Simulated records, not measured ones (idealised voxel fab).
The name of this process module is voxel wiring stack.
For reference, the cross-section in this document is cut, with width 250 nm and square cells of 5 nm.
Think of the cross-section as a grid of square cells. We describe it in bands, top to bottom, and each band covers one or more rows of those cells. Look at the band entry: it leads with the top's height and the bottom's height in nm. Then it lists the materials left to right, with a width in nm for each. The word "all across" on a single material says that material fills the band edge to edge. The word "empty" is empty space. Basically, 0 is our baseline, since under it the wafer straight out of the box is all one material. The bottom band has no lower end and keeps on going down, so it looks like "0 -> down". Note: "30..40" means the width goes from the first number (top row of the band) to the second number (bottom row) in equal steps per row of cells. "nothing was modified" after a step means that no cell of the cross-section changed. "Internal closed voids" contains a list of empty spaces, each no smaller than 8 cells and without an open way to the top, written in the form width x height at distance with the distance from the left edge and all three in nm. Whatever follows a step's settings on its line is a remark the simulator itself makes about that step. The "overlay nm" setting may appear on a step's line; for a step that uses a mask, it gives how far to the right of its planned position the mask lay, and a negative value indicates the left.
The planned process steps are enumerated hereunder:
1) RECEIVE: material Si
2) CONFORMAL_DEP: material SiO2, thk nm 10
3) DIRECTIONAL_DEP: material TiN, thk nm 5
4) DIRECTIONAL_DEP: material Ru, thk nm 20
5) DIRECTIONAL_DEP: material aC, thk nm 15
6) PATTERN: tone cover, mask id METAL_1, material resist, width nm 30, pitch nm 55, thk nm 30, overlay nm 0
7) DIRECTIONAL_ETCH: etch materials aC, depth nm 15
8) STRIP: etch materials resist
9) DIRECTIONAL_ETCH: etch materials Ru, depth nm 20
10) DIRECTIONAL_ETCH: etch materials TiN, depth nm 5
11) STRIP: etch materials aC
12) FILL_DEP: material SiO2, thk nm 5
13) CMP: height nm 35
14) CONFORMAL_DEP: material SiCN, thk nm 5
15) DIRECTIONAL_DEP: material SiO2, thk nm 10
16) PATTERN: tone open, mask id PLUG_1, material resist, width nm 15, pitch nm 55, thk nm 15, overlay nm 0
17) DIRECTIONAL_ETCH: etch materials SiO2, depth nm 10
18) DIRECTIONAL_ETCH: etch materials SiCN, depth nm 5
19) STRIP: etch materials resist
20) CONFORMAL_DEP: material TiN, thk nm 5
21) FILL_DEP: material W, thk nm 10
22) CMP: height nm 50
23) DIRECTIONAL_DEP: material TiN, thk nm 5
24) DIRECTIONAL_DEP: material W, thk nm 20
25) PATTERN: tone cover, mask id METAL_2, material resist, width nm 30, pitch nm 55, thk nm 15, overlay nm 0
26) DIRECTIONAL_ETCH: etch materials W, depth nm 20
27) DIRECTIONAL_ETCH: etch materials TiN, depth nm 5
28) STRIP: etch materials resist
29) CONFORMAL_DEP: material SiCN, thk nm 5
30) FILL_DEP: material SiO2, thk nm 10
31) CMP: height nm 75
32) CONFORMAL_DEP: material SiCN, thk nm 5
33) DIRECTIONAL_DEP: material SiO2, thk nm 30
34) DIRECTIONAL_DEP: material aC, thk nm 10
35) PATTERN: tone open, mask id METAL_3, material resist, width nm 30, pitch nm 55, thk nm 25, overlay nm 0
36) DIRECTIONAL_ETCH: etch materials aC, depth nm 10
37) STRIP: etch materials resist
38) DIRECTIONAL_ETCH: etch materials SiO2, depth nm 15
39) STRIP: etch materials aC
40) PATTERN: tone open, mask id METAL_3_HOLES, material resist, width nm 15, pitch nm 55, thk nm 15, overlay nm 0
41) DIRECTIONAL_ETCH: etch materials SiO2, depth nm 15
42) DIRECTIONAL_ETCH: etch materials SiCN, depth nm 5
43) STRIP: etch materials resist
44) CONFORMAL_DEP: material TiN, thk nm 5
45) FILL_DEP: material Cu, thk nm 10
46) CMP: height nm 110
47) CONFORMAL_DEP: material SiCN, thk nm 5
Wafer at receipt (post step 1), cross-section:
0 -> down = Si all across
Internal closed voids: none
Below is the wafer in cross-section after the module was completed. It began from the starting point shown above and followed the plan shown above, except that one mistake was made while running it:
115 -> 110 = SiCN all across
110 -> 105 = TiN 60 | Cu 5 | TiN 50 | Cu 5 | TiN 50 | Cu 5 | TiN 75
105 -> 95 = SiO2 55 | TiN 5 | Cu 5 | TiN 5 | SiO2 40 | TiN 5 | Cu 5 | TiN 5 | SiO2 40 | TiN 5 | Cu 5 | TiN 5 | SiO2 70
95 -> 90 = SiO2 55 | TiN 15 | SiO2 40 | TiN 15 | SiO2 40 | TiN 15 | SiO2 70
90 -> 80 = aC all across
80 -> 75 = SiCN all across
75 -> 55 = SiO2 50 | SiCN 5 | W 30 | SiCN 5 | SiO2 15 | SiCN 5 | W 30 | SiCN 5 | SiO2 15 | SiCN 5 | W 30 | SiCN 5 | SiO2 50
55 -> 50 = SiCN 55 | TiN 30 | SiCN 25 | TiN 30 | SiCN 25 | TiN 30 | SiCN 55
50 -> 40 = SiO2 55 | TiN 5 | W 5 | TiN 5 | SiO2 40 | TiN 5 | W 5 | TiN 5 | SiO2 40 | TiN 5 | W 5 | TiN 5 | SiO2 70
40 -> 35 = SiCN 55 | TiN 15 | SiCN 40 | TiN 15 | SiCN 40 | TiN 15 | SiCN 70
35 -> 15 = SiO2 55 | Ru 30 | SiO2 25 | Ru 30 | SiO2 25 | Ru 30 | SiO2 55
15 -> 10 = SiO2 55 | TiN 30 | SiO2 25 | TiN 30 | SiO2 25 | TiN 30 | SiO2 55
10 -> 0 = SiO2 all across
0 -> down = Si all across
Internal closed voids: none
Here's what went sideways: steps 33 and 34 of the plan were run in the wrong order, each in the other's place
